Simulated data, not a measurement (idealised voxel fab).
process module | voxel transistor to metal
cross-section cut | 290 nm wide | cells 5 nm
A cross-section is a grid of square cells, given in bands from the top down. A band is one or more rows of cells.
Each band's line starts with the height of the band's top and of its bottom, in nm. Then come its materials from left to right, each with its width in nm. One material with "throughout" fills the band from edge to edge. "air" is empty space.
Height 0 is the level under which the wafer as received is all one material. The lowest band goes on downwards, as in "0 down".
A width such as "30 to 40" changes by the same amount from each row of cells to the next, from the band's top row to its bottom row.
"no change" after a step means that no cell of the cross-section changed.
closed voids: empty space of 8 cells or more with no open way to the top, each as width x height at its distance from the left edge, in nm
after a step's settings: what the simulator itself notes on the step
overlay nm, on a step with a mask: how far to the right of its planned place the mask lay; to the left if negative
plan
1 op RECEIVE | material Si
2 op CONFORMAL_DEP | material SiO2 | thk nm 5
3 op CONFORMAL_DEP | material SiN | thk nm 10
4 op MASKED_ETCH | tone cover | mask id ACTIVE | width nm 115 | pitch nm 135 | etch materials SiN | depth nm 10 | overlay nm 0
5 op MASKED_ETCH | tone cover | mask id ACTIVE | width nm 115 | pitch nm 135 | etch materials SiO2 | depth nm 5 | overlay nm 0
6 op MASKED_ETCH | tone cover | mask id ACTIVE | width nm 115 | pitch nm 135 | etch materials Si | depth nm 30 | overlay nm 0
7 op FILL_DEP | material SiO2 | thk nm 5
8 op CMP | height nm 15
9 op SELECTIVE_ETCH | etch materials SiO2 | depth nm 5
10 op STRIP | etch materials SiN
11 op SELECTIVE_ETCH | etch materials SiO2 | depth nm 5
12 op OXIDIZE | depth nm 5
13 op DIRECTIONAL_DEP | material polySi | thk nm 30
14 op DIRECTIONAL_DEP | material SiCN | thk nm 10
15 op PATTERN | tone cover | mask id GATE | material resist | width nm 35 | pitch nm 135 | thk nm 20 | overlay nm 0
16 op DIRECTIONAL_ETCH | etch materials SiCN | depth nm 20
17 op DIRECTIONAL_ETCH | etch materials polySi | depth nm 40
18 op STRIP | etch materials resist
19 op CONFORMAL_DEP | material SiO2 | thk nm 5
20 op DIRECTIONAL_ETCH | etch materials SiO2 | depth nm 5
21 op CONFORMAL_DEP | material SiN | thk nm 10
22 op DIRECTIONAL_ETCH | etch materials SiN | depth nm 10
23 op DIRECTIONAL_ETCH | etch materials SiO2 | depth nm 5
24 op EPI | material SiGe | thk nm 5
25 op FILL_DEP | material SiO2 | thk nm 10
26 op CMP | height nm 30
27 op STRIP | etch materials polySi
28 op SELECTIVE_ETCH | etch materials SiO2 | depth nm 5
29 op CONFORMAL_DEP | material HfO2 | thk nm 5
30 op CONFORMAL_DEP | material TiN | thk nm 5
31 op FILL_DEP | material W | thk nm 10
32 op CMP | height nm 25
33 op DIRECTIONAL_DEP | material SiO2 | thk nm 15
34 op PATTERN | tone open | mask id CONTACT | material resist | width nm 15 | thk nm 15 | overlay nm 0
35 op DIRECTIONAL_ETCH | etch materials SiO2 | depth nm 40
36 op STRIP | etch materials resist
37 op CONFORMAL_DEP | material TiN | thk nm 5
38 op FILL_DEP | material Ru | thk nm 5
39 op CMP | height nm 40
40 op DIRECTIONAL_DEP | material TiN | thk nm 5
41 op DIRECTIONAL_DEP | material Ru | thk nm 15
42 op MASKED_ETCH | tone cover | mask id METAL_1 | width nm 15 | etch materials Ru | depth nm 15 | overlay nm 0
43 op MASKED_ETCH | tone cover | mask id METAL_1 | width nm 15 | etch materials TiN | depth nm 5 | overlay nm 0
44 op FILL_DEP | material lowk | thk nm 10
45 op CMP | height nm 60
46 op CONFORMAL_DEP | material SiN | thk nm 5
first wafer, as planned
as received, after step 1
  0 down: Si throughout
  closed voids: none
after step 2
  5 to 0: SiO2 throughout
  below 0: unchanged
after step 3
  15 to 5: SiN throughout
  below 5: unchanged
after step 4
  15 to 5: air 20 | SiN 115 | air 20 | SiN 115 | air 20
  below 5: unchanged
after step 5
  15 to 5: air 20 | SiN 115 | air 20 | SiN 115 | air 20
  5 to 0: air 20 | SiO2 115 | air 20 | SiO2 115 | air 20
  below 0: unchanged
after step 6
  15 to 5: air 20 | SiN 115 | air 20 | SiN 115 | air 20
  5 to 0: air 20 | SiO2 115 | air 20 | SiO2 115 | air 20
  0 to -30: air 20 | Si 115 | air 20 | Si 115 | air 20
  below -30: unchanged
after step 7
  20 to 15: SiO2 throughout
  15 to 5: SiO2 20 | SiN 115 | SiO2 20 | SiN 115 | SiO2 20
  5 to 0: SiO2 throughout
  0 to -30: SiO2 20 | Si 115 | SiO2 20 | Si 115 | SiO2 20
  below -30: unchanged
after step 8
  15 to 5: SiO2 20 | SiN 115 | SiO2 20 | SiN 115 | SiO2 20
  below 5: unchanged
after step 9
  15 to 10: air 20 | SiN 115 | air 20 | SiN 115 | air 20
  below 10: unchanged
after step 10
  10 to 5: SiO2 20 | air 115 | SiO2 20 | air 115 | SiO2 20
  below 5: unchanged
after step 11
  5 to 0: SiO2 15 | air 125 | SiO2 10 | air 125 | SiO2 15
  below 0: unchanged
after step 12
  5 to 0: SiO2 15 | air 125 | SiO2 10 | air 125 | SiO2 15
  0 to -5: SiO2 throughout
  below -5: unchanged
after step 13
  35 to 30: polySi 15 | air 125 | polySi 10 | air 125 | polySi 15
  30 to 5: polySi throughout
  5 to 0: SiO2 15 | polySi 125 | SiO2 10 | polySi 125 | SiO2 15
  below 0: unchanged
after step 14
  45 to 40: SiCN 15 | air 125 | SiCN 10 | air 125 | SiCN 15
  40 to 35: SiCN throughout
  35 to 30: polySi 15 | SiCN 125 | polySi 10 | SiCN 125 | polySi 15
  below 30: unchanged
after step 15
  65 to 45: air 60 | resist 35 | air 100 | resist 35 | air 60
  45 to 40: SiCN 15 | air 45 | resist 35 | air 45 | SiCN 10 | air 45 | resist 35 | air 45 | SiCN 15
  below 40: unchanged
after step 16
  65 to 40: air 60 | resist 35 | air 100 | resist 35 | air 60
  40 to 35: air 60 | SiCN 35 | air 100 | SiCN 35 | air 60
  35 to 30: polySi 15 | air 45 | SiCN 35 | air 45 | polySi 10 | air 45 | SiCN 35 | air 45 | polySi 15
  below 30: unchanged
after step 17
  65 to 40: air 60 | resist 35 | air 100 | resist 35 | air 60
  40 to 30: air 60 | SiCN 35 | air 100 | SiCN 35 | air 60
  30 to 5: air 60 | polySi 35 | air 100 | polySi 35 | air 60
  5 to 0: SiO2 15 | air 45 | polySi 35 | air 45 | SiO2 10 | air 45 | polySi 35 | air 45 | SiO2 15
  below 0: unchanged
after step 18
  40 to 30: air 60 | SiCN 35 | air 100 | SiCN 35 | air 60
  below 30: unchanged
after step 19
  45 to 40: air 55 | SiO2 45 | air 90 | SiO2 45 | air 55
  40 to 30: air 55 | SiO2 5 | SiCN 35 | SiO2 5 | air 90 | SiO2 5 | SiCN 35 | SiO2 5 | air 55
  30 to 10: air 55 | SiO2 5 | polySi 35 | SiO2 5 | air 90 | SiO2 5 | polySi 35 | SiO2 5 | air 55
  10 to 5: SiO2 20 | air 35 | SiO2 5 | polySi 35 | SiO2 5 | air 35 | SiO2 20 | air 35 | SiO2 5 | polySi 35 | SiO2 5 | air 35 | SiO2 20
  5 to 0: SiO2 60 | polySi 35 | SiO2 100 | polySi 35 | SiO2 60
  below 0: unchanged
after step 20
  40 to 30: air 55 | SiO2 5 | SiCN 35 | SiO2 5 | air 90 | SiO2 5 | SiCN 35 | SiO2 5 | air 55
  30 to 5: air 55 | SiO2 5 | polySi 35 | SiO2 5 | air 90 | SiO2 5 | polySi 35 | SiO2 5 | air 55
  5 to 0: SiO2 20 | air 35 | SiO2 5 | polySi 35 | SiO2 5 | air 35 | SiO2 20 | air 35 | SiO2 5 | polySi 35 | SiO2 5 | air 35 | SiO2 20
  below 0: unchanged
after step 21
  50 to 40: air 45 | SiN 65 | air 70 | SiN 65 | air 45
  40 to 30: air 45 | SiN 10 | SiO2 5 | SiCN 35 | SiO2 5 | SiN 10 | air 70 | SiN 10 | SiO2 5 | SiCN 35 | SiO2 5 | SiN 10 | air 45
  30 to 15: air 45 | SiN 10 | SiO2 5 | polySi 35 | SiO2 5 | SiN 10 | air 70 | SiN 10 | SiO2 5 | polySi 35 | SiO2 5 | SiN 10 | air 45
  15 to 10: SiN 30 | air 15 | SiN 10 | SiO2 5 | polySi 35 | SiO2 5 | SiN 10 | air 15 | SiN 40 | air 15 | SiN 10 | SiO2 5 | polySi 35 | SiO2 5 | SiN 10 | air 15 | SiN 30
  10 to 5: SiN 55 | SiO2 5 | polySi 35 | SiO2 5 | SiN 90 | SiO2 5 | polySi 35 | SiO2 5 | SiN 55
  5 to 0: SiO2 20 | SiN 35 | SiO2 5 | polySi 35 | SiO2 5 | SiN 35 | SiO2 20 | SiN 35 | SiO2 5 | polySi 35 | SiO2 5 | SiN 35 | SiO2 20
  below 0: unchanged
after step 22
  40 to 30: air 45 | SiN 10 | SiO2 5 | SiCN 35 | SiO2 5 | SiN 10 | air 70 | SiN 10 | SiO2 5 | SiCN 35 | SiO2 5 | SiN 10 | air 45
  30 to 5: air 45 | SiN 10 | SiO2 5 | polySi 35 | SiO2 5 | SiN 10 | air 70 | SiN 10 | SiO2 5 | polySi 35 | SiO2 5 | SiN 10 | air 45
  5 to 0: SiO2 20 | SiN 10 | air 15 | SiN 10 | SiO2 5 | polySi 35 | SiO2 5 | SiN 10 | air 15 | SiN 10 | SiO2 20 | SiN 10 | air 15 | SiN 10 | SiO2 5 | polySi 35 | SiO2 5 | SiN 10 | air 15 | SiN 10 | SiO2 20
  below 0: unchanged
after step 23
  40 to 35: air 45 | SiN 10 | air 5 | SiCN 35 | air 5 | SiN 10 | air 70 | SiN 10 | air 5 | SiCN 35 | air 5 | SiN 10 | air 45
  35 to 30: air 45 | SiN 10 | SiO2 5 | SiCN 35 | SiO2 5 | SiN 10 | air 70 | SiN 10 | SiO2 5 | SiCN 35 | SiO2 5 | SiN 10 | air 45
  30 to 5: air 45 | SiN 10 | SiO2 5 | polySi 35 | SiO2 5 | SiN 10 | air 70 | SiN 10 | SiO2 5 | polySi 35 | SiO2 5 | SiN 10 | air 45
  5 to 0: air 20 | SiN 10 | air 15 | SiN 10 | SiO2 5 | polySi 35 | SiO2 5 | SiN 10 | air 15 | SiN 10 | air 20 | SiN 10 | air 15 | SiN 10 | SiO2 5 | polySi 35 | SiO2 5 | SiN 10 | air 15 | SiN 10 | air 20
  0 to -5: SiO2 30 | air 15 | SiO2 65 | air 15 | SiO2 40 | air 15 | SiO2 65 | air 15 | SiO2 30
  below -5: unchanged
after step 24
  40 to 35: air 45 | SiN 10 | air 5 | SiCN 35 | air 5 | SiN 10 | air 70 | SiN 10 | air 5 | SiCN 35 | air 5 | SiN 10 | air 45
  35 to 30: air 45 | SiN 10 | SiO2 5 | SiCN 35 | SiO2 5 | SiN 10 | air 70 | SiN 10 | SiO2 5 | SiCN 35 | SiO2 5 | SiN 10 | air 45
  30 to 5: air 45 | SiN 10 | SiO2 5 | polySi 35 | SiO2 5 | SiN 10 | air 70 | SiN 10 | SiO2 5 | polySi 35 | SiO2 5 | SiN 10 | air 45
  5 to 0: air 20 | SiN 10 | air 15 | SiN 10 | SiO2 5 | polySi 35 | SiO2 5 | SiN 10 | air 15 | SiN 10 | air 20 | SiN 10 | air 15 | SiN 10 | SiO2 5 | polySi 35 | SiO2 5 | SiN 10 | air 15 | SiN 10 | air 20
  0 to -5: SiO2 30 | SiGe 15 | SiO2 65 | SiGe 15 | SiO2 40 | SiGe 15 | SiO2 65 | SiGe 15 | SiO2 30
  below -5: unchanged
after step 25
  50 to 40: SiO2 throughout
  40 to 30: SiO2 45 | SiN 10 | SiO2 5 | SiCN 35 | SiO2 5 | SiN 10 | SiO2 70 | SiN 10 | SiO2 5 | SiCN 35 | SiO2 5 | SiN 10 | SiO2 45
  30 to 5: SiO2 45 | SiN 10 | SiO2 5 | polySi 35 | SiO2 5 | SiN 10 | SiO2 70 | SiN 10 | SiO2 5 | polySi 35 | SiO2 5 | SiN 10 | SiO2 45
  5 to 0: SiO2 20 | SiN 10 | SiO2 15 | SiN 10 | SiO2 5 | polySi 35 | SiO2 5 | SiN 10 | SiO2 15 | SiN 10 | SiO2 20 | SiN 10 | SiO2 15 | SiN 10 | SiO2 5 | polySi 35 | SiO2 5 | SiN 10 | SiO2 15 | SiN 10 | SiO2 20
  below 0: unchanged
after step 26
  30 to 5: SiO2 45 | SiN 10 | SiO2 5 | polySi 35 | SiO2 5 | SiN 10 | SiO2 70 | SiN 10 | SiO2 5 | polySi 35 | SiO2 5 | SiN 10 | SiO2 45
  below 5: unchanged
after step 27
  30 to 5: SiO2 45 | SiN 10 | SiO2 5 | air 35 | SiO2 5 | SiN 10 | SiO2 70 | SiN 10 | SiO2 5 | air 35 | SiO2 5 | SiN 10 | SiO2 45
  5 to 0: SiO2 20 | SiN 10 | SiO2 15 | SiN 10 | SiO2 5 | air 35 | SiO2 5 | SiN 10 | SiO2 15 | SiN 10 | SiO2 20 | SiN 10 | SiO2 15 | SiN 10 | SiO2 5 | air 35 | SiO2 5 | SiN 10 | SiO2 15 | SiN 10 | SiO2 20
  below 0: unchanged
after step 28
  30 to 25: air 45 | SiN 10 | air 45 | SiN 10 | air 70 | SiN 10 | air 45 | SiN 10 | air 45
  25 to 5: SiO2 45 | SiN 10 | air 45 | SiN 10 | SiO2 70 | SiN 10 | air 45 | SiN 10 | SiO2 45
  5 to 0: SiO2 20 | SiN 10 | SiO2 15 | SiN 10 | air 45 | SiN 10 | SiO2 15 | SiN 10 | SiO2 20 | SiN 10 | SiO2 15 | SiN 10 | air 45 | SiN 10 | SiO2 15 | SiN 10 | SiO2 20
  0 to -5: SiO2 30 | SiGe 15 | SiO2 10 | air 45 | SiO2 10 | SiGe 15 | SiO2 40 | SiGe 15 | SiO2 10 | air 45 | SiO2 10 | SiGe 15 | SiO2 30
  below -5: unchanged
after step 29
  35 to 30: air 40 | HfO2 20 | air 35 | HfO2 20 | air 60 | HfO2 20 | air 35 | HfO2 20 | air 40
  30 to 25: HfO2 45 | SiN 10 | HfO2 5 | air 35 | HfO2 5 | SiN 10 | HfO2 70 | SiN 10 | HfO2 5 | air 35 | HfO2 5 | SiN 10 | HfO2 45
  25 to 5: SiO2 45 | SiN 10 | HfO2 5 | air 35 | HfO2 5 | SiN 10 | SiO2 70 | SiN 10 | HfO2 5 | air 35 | HfO2 5 | SiN 10 | SiO2 45
  5 to 0: SiO2 20 | SiN 10 | SiO2 15 | SiN 10 | HfO2 5 | air 35 | HfO2 5 | SiN 10 | SiO2 15 | SiN 10 | SiO2 20 | SiN 10 | SiO2 15 | SiN 10 | HfO2 5 | air 35 | HfO2 5 | SiN 10 | SiO2 15 | SiN 10 | SiO2 20
  0 to -5: SiO2 30 | SiGe 15 | SiO2 10 | HfO2 45 | SiO2 10 | SiGe 15 | SiO2 40 | SiGe 15 | SiO2 10 | HfO2 45 | SiO2 10 | SiGe 15 | SiO2 30
  below -5: unchanged
after step 30
  40 to 35: air 35 | TiN 30 | air 25 | TiN 30 | air 50 | TiN 30 | air 25 | TiN 30 | air 35
  35 to 30: TiN 40 | HfO2 20 | TiN 5 | air 25 | TiN 5 | HfO2 20 | TiN 60 | HfO2 20 | TiN 5 | air 25 | TiN 5 | HfO2 20 | TiN 40
  30 to 25: HfO2 45 | SiN 10 | HfO2 5 | TiN 5 | air 25 | TiN 5 | HfO2 5 | SiN 10 | HfO2 70 | SiN 10 | HfO2 5 | TiN 5 | air 25 | TiN 5 | HfO2 5 | SiN 10 | HfO2 45
  25 to 5: SiO2 45 | SiN 10 | HfO2 5 | TiN 5 | air 25 | TiN 5 | HfO2 5 | SiN 10 | SiO2 70 | SiN 10 | HfO2 5 | TiN 5 | air 25 | TiN 5 | HfO2 5 | SiN 10 | SiO2 45
  5 to 0: SiO2 20 | SiN 10 | SiO2 15 | SiN 10 | HfO2 5 | TiN 35 | HfO2 5 | SiN 10 | SiO2 15 | SiN 10 | SiO2 20 | SiN 10 | SiO2 15 | SiN 10 | HfO2 5 | TiN 35 | HfO2 5 | SiN 10 | SiO2 15 | SiN 10 | SiO2 20
  below 0: unchanged
after step 31
  50 to 40: W throughout
  40 to 35: W 35 | TiN 30 | W 25 | TiN 30 | W 50 | TiN 30 | W 25 | TiN 30 | W 35
  35 to 30: TiN 40 | HfO2 20 | TiN 5 | W 25 | TiN 5 | HfO2 20 | TiN 60 | HfO2 20 | TiN 5 | W 25 | TiN 5 | HfO2 20 | TiN 40
  30 to 25: HfO2 45 | SiN 10 | HfO2 5 | TiN 5 | W 25 | TiN 5 | HfO2 5 | SiN 10 | HfO2 70 | SiN 10 | HfO2 5 | TiN 5 | W 25 | TiN 5 | HfO2 5 | SiN 10 | HfO2 45
  25 to 5: SiO2 45 | SiN 10 | HfO2 5 | TiN 5 | W 25 | TiN 5 | HfO2 5 | SiN 10 | SiO2 70 | SiN 10 | HfO2 5 | TiN 5 | W 25 | TiN 5 | HfO2 5 | SiN 10 | SiO2 45
  below 5: unchanged
after step 32
  25 to 5: SiO2 45 | SiN 10 | HfO2 5 | TiN 5 | W 25 | TiN 5 | HfO2 5 | SiN 10 | SiO2 70 | SiN 10 | HfO2 5 | TiN 5 | W 25 | TiN 5 | HfO2 5 | SiN 10 | SiO2 45
  below 5: unchanged
after step 33
  40 to 25: SiO2 throughout
  below 25: unchanged
after step 34
  55 to 40: resist 25 | air 15 | resist 75 | air 15 | resist 30 | air 15 | resist 75 | air 15 | resist 25
  below 40: unchanged
after step 35
  55 to 40: resist 25 | air 15 | resist 75 | air 15 | resist 30 | air 15 | resist 75 | air 15 | resist 25
  40 to 25: SiO2 25 | air 15 | SiO2 75 | air 15 | SiO2 30 | air 15 | SiO2 75 | air 15 | SiO2 25
  25 to 5: SiO2 25 | air 15 | SiO2 5 | SiN 10 | HfO2 5 | TiN 5 | W 25 | TiN 5 | HfO2 5 | SiN 10 | SiO2 5 | air 15 | SiO2 30 | air 15 | SiO2 5 | SiN 10 | HfO2 5 | TiN 5 | W 25 | TiN 5 | HfO2 5 | SiN 10 | SiO2 5 | air 15 | SiO2 25
  5 to 0: SiO2 20 | SiN 10 | air 10 | SiO2 5 | SiN 10 | HfO2 5 | TiN 35 | HfO2 5 | SiN 10 | SiO2 5 | air 10 | SiN 10 | SiO2 20 | SiN 10 | air 10 | SiO2 5 | SiN 10 | HfO2 5 | TiN 35 | HfO2 5 | SiN 10 | SiO2 5 | air 10 | SiN 10 | SiO2 20
  below 0: unchanged
after step 36
  40 to 25: SiO2 25 | air 15 | SiO2 75 | air 15 | SiO2 30 | air 15 | SiO2 75 | air 15 | SiO2 25
  below 25: unchanged
after step 37
  45 to 40: TiN 30 | air 5 | TiN 85 | air 5 | TiN 40 | air 5 | TiN 85 | air 5 | TiN 30
  40 to 25: SiO2 25 | TiN 5 | air 5 | TiN 5 | SiO2 75 | TiN 5 | air 5 | TiN 5 | SiO2 30 | TiN 5 | air 5 | TiN 5 | SiO2 75 | TiN 5 | air 5 | TiN 5 | SiO2 25
  25 to 10: SiO2 25 | TiN 5 | air 5 | TiN 5 | SiO2 5 | SiN 10 | HfO2 5 | TiN 5 | W 25 | TiN 5 | HfO2 5 | SiN 10 | SiO2 5 | TiN 5 | air 5 | TiN 5 | SiO2 30 | TiN 5 | air 5 | TiN 5 | SiO2 5 | SiN 10 | HfO2 5 | TiN 5 | W 25 | TiN 5 | HfO2 5 | SiN 10 | SiO2 5 | TiN 5 | air 5 | TiN 5 | SiO2 25
  10 to 5: SiO2 25 | TiN 15 | SiO2 5 | SiN 10 | HfO2 5 | TiN 5 | W 25 | TiN 5 | HfO2 5 | SiN 10 | SiO2 5 | TiN 15 | SiO2 30 | TiN 15 | SiO2 5 | SiN 10 | HfO2 5 | TiN 5 | W 25 | TiN 5 | HfO2 5 | SiN 10 | SiO2 5 | TiN 15 | SiO2 25
  5 to 0: SiO2 20 | SiN 10 | TiN 10 | SiO2 5 | SiN 10 | HfO2 5 | TiN 35 | HfO2 5 | SiN 10 | SiO2 5 | TiN 10 | SiN 10 | SiO2 20 | SiN 10 | TiN 10 | SiO2 5 | SiN 10 | HfO2 5 | TiN 35 | HfO2 5 | SiN 10 | SiO2 5 | TiN 10 | SiN 10 | SiO2 20
  below 0: unchanged
after step 38
  50 to 45: Ru throughout
  45 to 40: TiN 30 | Ru 5 | TiN 85 | Ru 5 | TiN 40 | Ru 5 | TiN 85 | Ru 5 | TiN 30
  40 to 25: SiO2 25 | TiN 5 | Ru 5 | TiN 5 | SiO2 75 | TiN 5 | Ru 5 | TiN 5 | SiO2 30 | TiN 5 | Ru 5 | TiN 5 | SiO2 75 | TiN 5 | Ru 5 | TiN 5 | SiO2 25
  25 to 10: SiO2 25 | TiN 5 | Ru 5 | TiN 5 | SiO2 5 | SiN 10 | HfO2 5 | TiN 5 | W 25 | TiN 5 | HfO2 5 | SiN 10 | SiO2 5 | TiN 5 | Ru 5 | TiN 5 | SiO2 30 | TiN 5 | Ru 5 | TiN 5 | SiO2 5 | SiN 10 | HfO2 5 | TiN 5 | W 25 | TiN 5 | HfO2 5 | SiN 10 | SiO2 5 | TiN 5 | Ru 5 | TiN 5 | SiO2 25
  below 10: unchanged
after step 39
  40 to 25: SiO2 25 | TiN 5 | Ru 5 | TiN 5 | SiO2 75 | TiN 5 | Ru 5 | TiN 5 | SiO2 30 | TiN 5 | Ru 5 | TiN 5 | SiO2 75 | TiN 5 | Ru 5 | TiN 5 | SiO2 25
  below 25: unchanged
after step 40
  45 to 40: TiN throughout
  below 40: unchanged
after step 41
  60 to 45: Ru throughout
  below 45: unchanged
after step 42
  60 to 45: air 25 | Ru 15 | air 75 | Ru 15 | air 30 | Ru 15 | air 75 | Ru 15 | air 25
  below 45: unchanged
after step 43
  60 to 45: air 25 | Ru 15 | air 75 | Ru 15 | air 30 | Ru 15 | air 75 | Ru 15 | air 25
  45 to 40: air 25 | TiN 15 | air 75 | TiN 15 | air 30 | TiN 15 | air 75 | TiN 15 | air 25
  below 40: unchanged
after step 44
  70 to 60: lowk throughout
  60 to 45: lowk 25 | Ru 15 | lowk 75 | Ru 15 | lowk 30 | Ru 15 | lowk 75 | Ru 15 | lowk 25
  45 to 40: lowk 25 | TiN 15 | lowk 75 | TiN 15 | lowk 30 | TiN 15 | lowk 75 | TiN 15 | lowk 25
  below 40: unchanged
after step 45
  60 to 45: lowk 25 | Ru 15 | lowk 75 | Ru 15 | lowk 30 | Ru 15 | lowk 75 | Ru 15 | lowk 25
  below 45: unchanged
after step 46
  65 to 60: SiN throughout
  below 60: unchanged
second wafer: like start, like plan, one mistake. Through step 32 it matches the first wafer
when step 33 should have ended
  55 to 25: SiO2 throughout
  below 25: unchanged
when step 34 should have ended
  70 to 55: resist 25 | air 15 | resist 75 | air 15 | resist 30 | air 15 | resist 75 | air 15 | resist 25
  below 55: unchanged
when step 35 should have ended
  70 to 55: resist 25 | air 15 | resist 75 | air 15 | resist 30 | air 15 | resist 75 | air 15 | resist 25
  55 to 25: SiO2 25 | air 15 | SiO2 75 | air 15 | SiO2 30 | air 15 | SiO2 75 | air 15 | SiO2 25
  25 to 15: SiO2 25 | air 15 | SiO2 5 | SiN 10 | HfO2 5 | TiN 5 | W 25 | TiN 5 | HfO2 5 | SiN 10 | SiO2 5 | air 15 | SiO2 30 | air 15 | SiO2 5 | SiN 10 | HfO2 5 | TiN 5 | W 25 | TiN 5 | HfO2 5 | SiN 10 | SiO2 5 | air 15 | SiO2 25
  below 15: unchanged
when step 36 should have ended
  55 to 25: SiO2 25 | air 15 | SiO2 75 | air 15 | SiO2 30 | air 15 | SiO2 75 | air 15 | SiO2 25
  below 25: unchanged
when step 37 should have ended
  60 to 55: TiN 30 | air 5 | TiN 85 | air 5 | TiN 40 | air 5 | TiN 85 | air 5 | TiN 30
  55 to 25: SiO2 25 | TiN 5 | air 5 | TiN 5 | SiO2 75 | TiN 5 | air 5 | TiN 5 | SiO2 30 | TiN 5 | air 5 | TiN 5 | SiO2 75 | TiN 5 | air 5 | TiN 5 | SiO2 25
  25 to 20: SiO2 25 | TiN 5 | air 5 | TiN 5 | SiO2 5 | SiN 10 | HfO2 5 | TiN 5 | W 25 | TiN 5 | HfO2 5 | SiN 10 | SiO2 5 | TiN 5 | air 5 | TiN 5 | SiO2 30 | TiN 5 | air 5 | TiN 5 | SiO2 5 | SiN 10 | HfO2 5 | TiN 5 | W 25 | TiN 5 | HfO2 5 | SiN 10 | SiO2 5 | TiN 5 | air 5 | TiN 5 | SiO2 25
  20 to 15: SiO2 25 | TiN 15 | SiO2 5 | SiN 10 | HfO2 5 | TiN 5 | W 25 | TiN 5 | HfO2 5 | SiN 10 | SiO2 5 | TiN 15 | SiO2 30 | TiN 15 | SiO2 5 | SiN 10 | HfO2 5 | TiN 5 | W 25 | TiN 5 | HfO2 5 | SiN 10 | SiO2 5 | TiN 15 | SiO2 25
  below 15: unchanged
when step 38 should have ended
  65 to 60: Ru throughout
  60 to 55: TiN 30 | Ru 5 | TiN 85 | Ru 5 | TiN 40 | Ru 5 | TiN 85 | Ru 5 | TiN 30
  55 to 25: SiO2 25 | TiN 5 | Ru 5 | TiN 5 | SiO2 75 | TiN 5 | Ru 5 | TiN 5 | SiO2 30 | TiN 5 | Ru 5 | TiN 5 | SiO2 75 | TiN 5 | Ru 5 | TiN 5 | SiO2 25
  25 to 20: SiO2 25 | TiN 5 | Ru 5 | TiN 5 | SiO2 5 | SiN 10 | HfO2 5 | TiN 5 | W 25 | TiN 5 | HfO2 5 | SiN 10 | SiO2 5 | TiN 5 | Ru 5 | TiN 5 | SiO2 30 | TiN 5 | Ru 5 | TiN 5 | SiO2 5 | SiN 10 | HfO2 5 | TiN 5 | W 25 | TiN 5 | HfO2 5 | SiN 10 | SiO2 5 | TiN 5 | Ru 5 | TiN 5 | SiO2 25
  below 20: unchanged
when step 39 should have ended
  40 to 25: SiO2 25 | TiN 5 | Ru 5 | TiN 5 | SiO2 75 | TiN 5 | Ru 5 | TiN 5 | SiO2 30 | TiN 5 | Ru 5 | TiN 5 | SiO2 75 | TiN 5 | Ru 5 | TiN 5 | SiO2 25
  below 25: unchanged
when step 40 should have ended
  45 to 40: TiN throughout
  below 40: unchanged
when step 41 should have ended
  60 to 45: Ru throughout
  below 45: unchanged
when step 42 should have ended
  60 to 45: air 25 | Ru 15 | air 75 | Ru 15 | air 30 | Ru 15 | air 75 | Ru 15 | air 25
  below 45: unchanged
when step 43 should have ended
  60 to 45: air 25 | Ru 15 | air 75 | Ru 15 | air 30 | Ru 15 | air 75 | Ru 15 | air 25
  45 to 40: air 25 | TiN 15 | air 75 | TiN 15 | air 30 | TiN 15 | air 75 | TiN 15 | air 25
  below 40: unchanged
when step 44 should have ended
  70 to 60: lowk throughout
  60 to 45: lowk 25 | Ru 15 | lowk 75 | Ru 15 | lowk 30 | Ru 15 | lowk 75 | Ru 15 | lowk 25
  45 to 40: lowk 25 | TiN 15 | lowk 75 | TiN 15 | lowk 30 | TiN 15 | lowk 75 | TiN 15 | lowk 25
  below 40: unchanged
when step 45 should have ended
  60 to 45: lowk 25 | Ru 15 | lowk 75 | Ru 15 | lowk 30 | Ru 15 | lowk 75 | Ru 15 | lowk 25
  below 45: unchanged
when step 46 should have ended
  65 to 60: SiN throughout
  below 60: unchanged
what went wrong: step 33 was run twice
at the end the second wafer has, in cells: 8 fewer of Ru | 32 more of SiO2 | 24 fewer of TiN
